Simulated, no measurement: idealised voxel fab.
process module | voxel transistor to metal
cross-section cut | 280 nm wide | cells 5 nm
A cross-section is a grid of square cells, given in bands from the top down. A band is one or more rows of cells.
Each band's line starts with the height of the band's top and of its bottom, in nm. Then come its materials from left to right, each with its width in nm. One material with "throughout" fills the band from edge to edge. "air" is empty space.
Height 0 is the level under which the wafer as received is all one material. The lowest band goes on downwards, as in "0 down".
A width such as "30 to 40" changes by the same amount from each row of cells to the next, from the band's top row to its bottom row.
"no change" after a step means that no cell of the cross-section changed.
closed voids: empty space of 8 cells or more with no open way to the top, each as width x height at its distance from the left edge, in nm
after a step's settings: what the simulator itself notes on the step
overlay nm, on a step with a mask: how far to the right of its planned place the mask lay; to the left if negative
plan
1 op RECEIVE | material Si
2 op OXIDIZE | depth nm 5
3 op CONFORMAL_DEP | material SiN | thk nm 10
4 op MASKED_ETCH | tone cover | mask id ACTIVE | width nm 110 | pitch nm 140 | etch materials SiN | depth nm 10 | overlay nm 0
5 op MASKED_ETCH | tone cover | mask id ACTIVE | width nm 110 | pitch nm 140 | etch materials SiO2 | depth nm 5 | overlay nm 0
6 op MASKED_ETCH | tone cover | mask id ACTIVE | width nm 110 | pitch nm 140 | etch materials Si | depth nm 25 | overlay nm 0
7 op FILL_DEP | material SiO2 | thk nm 15
8 op CMP | height nm 10
9 op SELECTIVE_ETCH | etch materials SiO2 | depth nm 5
10 op STRIP | etch materials SiN
11 op SELECTIVE_ETCH | etch materials SiO2 | depth nm 5
12 op OXIDIZE | depth nm 5
13 op DIRECTIONAL_DEP | material polySi | thk nm 20
14 op DIRECTIONAL_DEP | material SiCN | thk nm 15
15 op DIRECTIONAL_DEP | material aC | thk nm 10
16 op PATTERN | tone cover | mask id GATE | material resist | width nm 30 | pitch nm 140 | thk nm 30 | overlay nm 0
17 op DIRECTIONAL_ETCH | etch materials aC | depth nm 10
18 op STRIP | etch materials resist
19 op DIRECTIONAL_ETCH | etch materials SiCN | depth nm 25
20 op DIRECTIONAL_ETCH | etch materials polySi | depth nm 30
21 op STRIP | etch materials aC
22 op CONFORMAL_DEP | material SiN | thk nm 10
23 op DIRECTIONAL_ETCH | etch materials SiN | depth nm 10
24 op DIRECTIONAL_ETCH | etch materials SiO2 | depth nm 5
25 op DIRECTIONAL_ETCH | etch materials Si | depth nm 5
26 op EPI | material pSi | thk nm 5
27 op FILL_DEP | material SiO2 | thk nm 5
28 op CMP | height nm 15
29 op STRIP | etch materials polySi
30 op SELECTIVE_ETCH | etch materials SiO2 | depth nm 5
31 op CONFORMAL_DEP | material HfO2 | thk nm 5
32 op CONFORMAL_DEP | material TiN | thk nm 5
33 op FILL_DEP | material W | thk nm 5
34 op CMP | height nm 10
35 op DIRECTIONAL_DEP | material SiO2 | thk nm 15
36 op DIRECTIONAL_DEP | material aC | thk nm 10
37 op PATTERN | tone open | mask id CONTACT | material resist | width nm 20 | thk nm 25 | overlay nm 0
38 op DIRECTIONAL_ETCH | etch materials aC | depth nm 10
39 op STRIP | etch materials resist
40 op DIRECTIONAL_ETCH | etch materials SiO2 | depth nm 35
41 op STRIP | etch materials aC
42 op CONFORMAL_DEP | material TiN | thk nm 5
43 op FILL_DEP | material W | thk nm 10
44 op CMP | height nm 25
45 op CONFORMAL_DEP | material SiN | thk nm 5
46 op DIRECTIONAL_DEP | material SiO2 | thk nm 20
47 op DIRECTIONAL_DEP | material aC | thk nm 15
48 op PATTERN | tone open | mask id METAL_1 | material resist | width nm 20 | thk nm 35 | overlay nm 0
49 op DIRECTIONAL_ETCH | etch materials aC | depth nm 15
50 op STRIP | etch materials resist
51 op DIRECTIONAL_ETCH | etch materials SiO2 | depth nm 20
52 op DIRECTIONAL_ETCH | etch materials SiN | depth nm 5
53 op STRIP | etch materials aC
54 op CONFORMAL_DEP | material TiN | thk nm 5
55 op FILL_DEP | material Cu | thk nm 5
56 op CMP | height nm 50
57 op EPI | material Ru | thk nm 5
58 op FILL_DEP | material SiCN | thk nm 5
59 op DIRECTIONAL_DEP | material lowk | thk nm 30
60 op MASKED_ETCH | tone open | mask id METAL_2_HOLES | width nm 15 | pitch nm 140 | etch materials lowk | depth nm 30 | overlay nm 0
61 op PATTERN | tone open | mask id METAL_2 | material resist | width nm 20 | pitch nm 140 | thk nm 15 | overlay nm 0
62 op DIRECTIONAL_ETCH | etch materials lowk | depth nm 15
63 op DIRECTIONAL_ETCH | etch materials SiCN | depth nm 5
64 op STRIP | etch materials resist
65 op CONFORMAL_DEP | material TiN | thk nm 5
66 op FILL_DEP | material Cu | thk nm 5
67 op CMP | height nm 90
68 op CONFORMAL_DEP | material SiCN | thk nm 5
as received, after step 1
  0 down: Si throughout
  closed voids: none
a wafer at the end: this start, this plan, one mistake
  95 to 90: SiCN throughout
  90 to 80: lowk 20 | TiN 5 | Cu 10 | TiN 5 | lowk 120 | TiN 5 | Cu 10 | TiN 5 | lowk 100
  80 to 75: lowk 20 | TiN 5 | Cu 5 | TiN 10 | lowk 120 | TiN 5 | Cu 5 | TiN 10 | lowk 100
  75 to 60: lowk 20 | TiN 5 | Cu 5 | TiN 5 | lowk 125 | TiN 5 | Cu 5 | TiN 5 | lowk 105
  60 to 55: SiCN 20 | TiN 15 | SiCN 125 | TiN 15 | SiCN 105
  55 to 50: SiCN 15 | Ru 30 | SiCN 50 | Ru 30 | SiCN 30 | Ru 30 | SiCN 50 | Ru 30 | SiCN 15
  50 to 30: SiO2 20 | TiN 5 | Cu 10 | TiN 5 | SiO2 60 | TiN 5 | Cu 10 | TiN 5 | SiO2 40 | TiN 5 | Cu 10 | TiN 5 | SiO2 60 | TiN 5 | Cu 10 | TiN 5 | SiO2 20
  30 to 25: SiN 20 | TiN 20 | SiN 60 | TiN 20 | SiN 40 | TiN 20 | SiN 60 | TiN 20 | SiN 20
  25 to 10: SiO2 20 | TiN 5 | W 10 | TiN 5 | SiO2 60 | TiN 5 | W 10 | TiN 5 | SiO2 40 | TiN 5 | W 10 | TiN 5 | SiO2 60 | TiN 5 | W 10 | TiN 5 | SiO2 20
  10 to 0: SiO2 20 | TiN 5 | W 10 | TiN 5 | SiO2 5 | SiN 10 | HfO2 5 | TiN 5 | W 10 | TiN 5 | HfO2 5 | SiN 10 | SiO2 5 | TiN 5 | W 10 | TiN 5 | SiO2 40 | TiN 5 | W 10 | TiN 5 | SiO2 5 | SiN 10 | HfO2 5 | TiN 5 | W 10 | TiN 5 | HfO2 5 | SiN 10 | SiO2 5 | TiN 5 | W 10 | TiN 5 | SiO2 20
  0 to -5: SiO2 10 | SiN 10 | TiN 10 | W 5 | TiN 5 | SiO2 5 | SiN 10 | HfO2 5 | TiN 20 | HfO2 5 | SiN 10 | SiO2 5 | TiN 5 | W 5 | TiN 10 | SiN 10 | SiO2 20 | SiN 10 | TiN 10 | W 5 | TiN 5 | SiO2 5 | SiN 10 | HfO2 5 | TiN 20 | HfO2 5 | SiN 10 | SiO2 5 | TiN 5 | W 5 | TiN 10 | SiN 10 | SiO2 10
  -5 to -10: SiO2 20 | pSi 5 | TiN 15 | pSi 5 | SiO2 5 | HfO2 40 | SiO2 5 | pSi 5 | TiN 15 | pSi 5 | SiO2 40 | pSi 5 | TiN 15 | pSi 5 | SiO2 5 | HfO2 40 | SiO2 5 | pSi 5 | TiN 15 | pSi 5 | SiO2 20
  -10 to -15: SiO2 15 | Si 5 | pSi 25 | Si 50 | pSi 25 | Si 5 | SiO2 30 | Si 5 | pSi 25 | Si 50 | pSi 25 | Si 5 | SiO2 15
  -15 to -55: SiO2 15 | Si 110 | SiO2 30 | Si 110 | SiO2 15
  -55 down: Si throughout
  closed voids: none
what went wrong: step 6 was run twice
